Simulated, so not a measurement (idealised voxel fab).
The following process module bears the name voxel double patterning.
cross-section cut | 295 nm wide | cells 5 nm
In what follows, cross-sections appear as grids of square cells, described through bands that run from the top down, where every band is one or more rows of cells.
Top height, bottom height, nm. Materials left to right, width each, nm. Single material + "throughout" = fills band edge to edge. "air" = empty.
Basically, 0 is our baseline, since under it the wafer straight out of the box is all one material. The bottom band has no lower end and keeps on going down, so it looks like "0 down".
With a width like "30..40", each row of cells in the band differs from the next by the same amount, the top row carrying the first number and the bottom row the second.
"changes: none" after a step means that no cell of the cross-section changed.
"Closed void listing" enumerates empty spaces isolated from the top, with no open way to it, that contain at least 8 cells, giving each as width x height at distance from the left edge, all three in nm.
That trailing text on a step's line, after the settings, is the simulator's own remark on the step.
If you see "overlay nm" on a step's line and that step has a mask, it's telling you how far right of where it was planned the mask ended up; a negative number means it went left instead.

**Planned step list for the process**
1,RECEIVE | material Si
2,CONFORMAL_DEP | material SiN | thk nm 10
3,DIRECTIONAL_DEP | material SiO2 | thk nm 15
4,DIRECTIONAL_DEP | material SiCN | thk nm 5
5,PATTERN | tone open | mask id FIRST | material resist | width nm 15 | pitch nm 50 | thk nm 15 | overlay nm 0
6,DIRECTIONAL_ETCH | etch materials SiCN | depth nm 5
7,STRIP | etch materials resist
8,DIRECTIONAL_DEP | material aC | thk nm 10
9,PATTERN | tone open | mask id SECOND | material resist | width nm 15 | thk nm 30 | overlay nm 0
10,DIRECTIONAL_ETCH | etch materials aC | depth nm 10
11,STRIP | etch materials resist
12,DIRECTIONAL_ETCH | etch materials SiCN | depth nm 5
13,STRIP | etch materials aC
14,DIRECTIONAL_ETCH | etch materials SiO2 | depth nm 15
15,STRIP | etch materials SiCN

**Shown in cross-section is the wafer as received, that is, as it stands after step 1**
- 0 down | Si throughout
- Closed void listing: none

**The following cross-section depicts the wafer upon conclusion of the module. Processing commenced from the starting condition illustrated above and adhered to the plan illustrated above, save for one mistake in execution**
- 25 to 10 | 115 nm air | 15 nm SiO2 | 35 nm air | 15 nm SiO2 | 115 nm air
- 10 to 0 | SiN throughout
- 0 down | Si throughout
- Closed void listing: none
Misprocessing identified: planned and actual differ for step 5; actual: PATTERN | tone cover | mask id FIRST | material resist | width nm 15 | pitch nm 50 | thk nm 15 | overlay nm 0
